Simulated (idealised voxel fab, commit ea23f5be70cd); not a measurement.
process module | voxel fin reveal
cross-section cut | 235 nm wide | cells 5 nm
A cross-section is a grid of square cells, given in bands from the top down. A band is one or more rows of cells.
Each band's line starts with the height of the band's top and of its bottom, in nm. Then come its materials from left to right, each with its width in nm. One material with "throughout" fills the band from edge to edge. "air" is empty space.
Height 0 is the level under which the wafer as received is all one material. The lowest band goes on downwards, as in "0 down".
A width such as "30 to 40" changes by the same amount from each row of cells to the next, from the band's top row to its bottom row.
"no change" after a step means that no cell of the cross-section changed.
closed voids: empty space of 8 cells or more with no open way to the top, each as width x height at its distance from the left edge, in nm
after a step's settings: what the simulator itself notes on the step
overlay nm, on a step with a mask: how far to the right of its planned place the mask lay; to the left if negative
plan
1 op RECEIVE | material Si
2 op CONFORMAL_DEP | material SiN | thk nm 5
3 op DIRECTIONAL_DEP | material aC | thk nm 15
4 op PATTERN | tone cover | mask id FINS | material resist | width nm 15 | pitch nm 45 | thk nm 30 | overlay nm 0
5 op DIRECTIONAL_ETCH | etch materials aC | depth nm 15
6 op STRIP | etch materials resist
7 op DIRECTIONAL_ETCH | etch materials SiN | depth nm 5
8 op DIRECTIONAL_ETCH | etch materials Si | depth nm 40
9 op STRIP | etch materials aC
10 op FILL_DEP | material SiO2 | thk nm 10
11 op CMP | height nm 5
12 op SELECTIVE_ETCH | etch materials SiO2 | depth nm 35
13 op STRIP | etch materials SiN
first wafer, as planned
as received, after step 1
  0 down: Si throughout
  closed voids: none
after step 2
  5 to 0: SiN throughout
  below 0: unchanged
after step 3
  20 to 5: aC throughout
  below 5: unchanged
after step 4
  50 to 20: air 40 | resist 15 | air 30 | resist 15 | air 30 | resist 15 | air 30 | resist 15 | air 45
  below 20: unchanged
after step 5
  35 to 20: air 40 | resist 15 | air 30 | resist 15 | air 30 | resist 15 | air 30 | resist 15 | air 45
  20 to 5: air 40 | aC 15 | air 30 | aC 15 | air 30 | aC 15 | air 30 | aC 15 | air 45
  below 5: unchanged
after step 6
  20 to 5: air 40 | aC 15 | air 30 | aC 15 | air 30 | aC 15 | air 30 | aC 15 | air 45
  below 5: unchanged
after step 7
  20 to 5: air 40 | aC 15 | air 30 | aC 15 | air 30 | aC 15 | air 30 | aC 15 | air 45
  5 to 0: air 40 | SiN 15 | air 30 | SiN 15 | air 30 | SiN 15 | air 30 | SiN 15 | air 45
  below 0: unchanged
after step 8
  20 to 5: air 40 | aC 15 | air 30 | aC 15 | air 30 | aC 15 | air 30 | aC 15 | air 45
  5 to 0: air 40 | SiN 15 | air 30 | SiN 15 | air 30 | SiN 15 | air 30 | SiN 15 | air 45
  0 to -40: air 40 | Si 15 | air 30 | Si 15 | air 30 | Si 15 | air 30 | Si 15 | air 45
  below -40: unchanged
after step 9
  5 to 0: air 40 | SiN 15 | air 30 | SiN 15 | air 30 | SiN 15 | air 30 | SiN 15 | air 45
  below 0: unchanged
after step 10
  15 to 5: SiO2 throughout
  5 to 0: SiO2 40 | SiN 15 | SiO2 30 | SiN 15 | SiO2 30 | SiN 15 | SiO2 30 | SiN 15 | SiO2 45
  0 to -40: SiO2 40 | Si 15 | SiO2 30 | Si 15 | SiO2 30 | Si 15 | SiO2 30 | Si 15 | SiO2 45
  below -40: unchanged
after step 11
  5 to 0: SiO2 40 | SiN 15 | SiO2 30 | SiN 15 | SiO2 30 | SiN 15 | SiO2 30 | SiN 15 | SiO2 45
  below 0: unchanged
after step 12
  5 to 0: air 40 | SiN 15 | air 30 | SiN 15 | air 30 | SiN 15 | air 30 | SiN 15 | air 45
  0 to -30: air 40 | Si 15 | air 30 | Si 15 | air 30 | Si 15 | air 30 | Si 15 | air 45
  below -30: unchanged
after step 13
  0 to -30: air 40 | Si 15 | air 30 | Si 15 | air 30 | Si 15 | air 30 | Si 15 | air 45
  below -30: unchanged
second wafer: like start, like plan, one mistake. Through step 12 it matches the first wafer
when step 13 should have ended
  5 to 0: air 40 | SiN 15 | air 30 | SiN 15 | air 30 | SiN 15 | air 30 | SiN 15 | air 45
  0 to -40: air 40 | Si 15 | air 30 | Si 15 | air 30 | Si 15 | air 30 | Si 15 | air 45
  below -40: unchanged
what went wrong: step 13 ran as: op STRIP | etch materials SiO2
at the end the second wafer has, in cells: 12 more of SiN | 70 fewer of SiO2
